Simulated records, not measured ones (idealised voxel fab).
The document below concerns the process module designated voxel tone inversion.
Square cell edge 5 nm, section width 240 nm, ID cut.
A cross-section is a grid of square cells, given in bands from the top down. A band is one or more rows of cells.
In this notation a band is specified by the heights of its top and bottom, in that order and in nm, after which its materials appear from left to right, each paired with its width in nm. The word "full width" attached to a single material means that material fills the band from edge to edge; the word "blank" stands for empty space.
Where do heights start? At 0: under that level the wafer as delivered is made of one material only. And the lowest band has no floor; it just carries on downward, as in "top 0, no bottom".
It should be noted that a width expressed as "30..40" varies in equal increments from row to row of cells within the band, taking the value of the first number at the top row and that of the second number at the bottom row.
Take "nothing was modified" at face value: in the step it is given for, the cross-section changed in none of its cells.
So "Fully sealed voids" is basically the list of trapped voids: any empty space of 8 cells or more that can't reach the top through an opening. They're written width x height at distance, the distance being from the left edge, and it's all nm.
What comes after the settings on a step's line is commentary from the simulator itself on that step.
Regarding "overlay nm": on a step with a mask, it is the distance the mask lay to the right of its planned place; a negative value places it to the left.

plan
step 1: RECEIVE with material Si
step 2: CONFORMAL_DEP with material SiCN, thk nm 5
step 3: DIRECTIONAL_DEP with material polySi, thk nm 20
step 4: PATTERN with tone cover, mask id POSTS, material resist, width nm 25, pitch nm 55, thk nm 30, overlay nm 0
step 5: DIRECTIONAL_ETCH with etch materials polySi, depth nm 20
step 6: STRIP with etch materials resist
step 7: FILL_DEP with material lowk, thk nm 10
step 8: CMP with height nm 25
step 9: STRIP with etch materials polySi

First of two wafers: run as planned

Here's what the wafer looked like in cross-section when it arrived - that's after step 1
	top 0, no bottom: Si full width
	Fully sealed voids: none

State of the wafer after step 2, shown in cross-section
	top 5, bottom 0: SiCN full width
	Below 0, no change.

State of the wafer after step 3, shown in cross-section
	top 25, bottom 5: polySi full width
	Below 5, no change.

State of the wafer after step 4, shown in cross-section
	top 55, bottom 25: blank 50 nm; resist 25 nm; blank 30 nm; resist 25 nm; blank 30 nm; resist 25 nm; blank 55 nm
	Below 25, no change.

State of the wafer after step 5, shown in cross-section
	top 55, bottom 25: blank 50 nm; resist 25 nm; blank 30 nm; resist 25 nm; blank 30 nm; resist 25 nm; blank 55 nm
	top 25, bottom 5: blank 50 nm; polySi 25 nm; blank 30 nm; polySi 25 nm; blank 30 nm; polySi 25 nm; blank 55 nm
	Below 5, no change.

State of the wafer after step 6, shown in cross-section
	top 25, bottom 5: blank 50 nm; polySi 25 nm; blank 30 nm; polySi 25 nm; blank 30 nm; polySi 25 nm; blank 55 nm
	Below 5, no change.

State of the wafer after step 7, shown in cross-section
	top 35, bottom 25: lowk full width
	top 25, bottom 5: lowk 50 nm; polySi 25 nm; lowk 30 nm; polySi 25 nm; lowk 30 nm; polySi 25 nm; lowk 55 nm
	Below 5, no change.

State of the wafer after step 8, shown in cross-section
	top 25, bottom 5: lowk 50 nm; polySi 25 nm; lowk 30 nm; polySi 25 nm; lowk 30 nm; polySi 25 nm; lowk 55 nm
	Below 5, no change.

State of the wafer after step 9, shown in cross-section
	top 25, bottom 5: lowk 50 nm; blank 25 nm; lowk 30 nm; blank 25 nm; lowk 30 nm; blank 25 nm; lowk 55 nm
	Below 5, no change.

The second wafer: identical to the first at the outset and in its planned sequence, differing only in that one mistake was made during processing; up to and including step 2, its path is the first wafer's path

Second wafer, cut view, end of step 3 per plan
	top 25, bottom 0: SiCN full width
	Below 0, no change.

Second wafer, cut view, end of step 4 per plan
	top 55, bottom 25: blank 50 nm; resist 25 nm; blank 30 nm; resist 25 nm; blank 30 nm; resist 25 nm; blank 55 nm
	Below 25, no change.

Second wafer, cut view, end of step 5 per plan: nothing was modified

Second wafer, cut view, end of step 6 per plan
	top 25, bottom 0: SiCN full width
	Below 0, no change.

Second wafer, cut view, end of step 7 per plan
	top 35, bottom 25: lowk full width
	Below 25, no change.

Second wafer, cut view, end of step 8 per plan
	top 25, bottom 0: SiCN full width
	Below 0, no change.

Second wafer, cut view, end of step 9 per plan: nothing was modified
What was the processing mistake? off-plan run, step 3, actual operation and settings DIRECTIONAL_DEP with material SiCN, thk nm 20
Bottom line after processing is that, in cells, the second wafer is up or down on some materials versus the first: 192 more of SiCN | 132 fewer of lowk
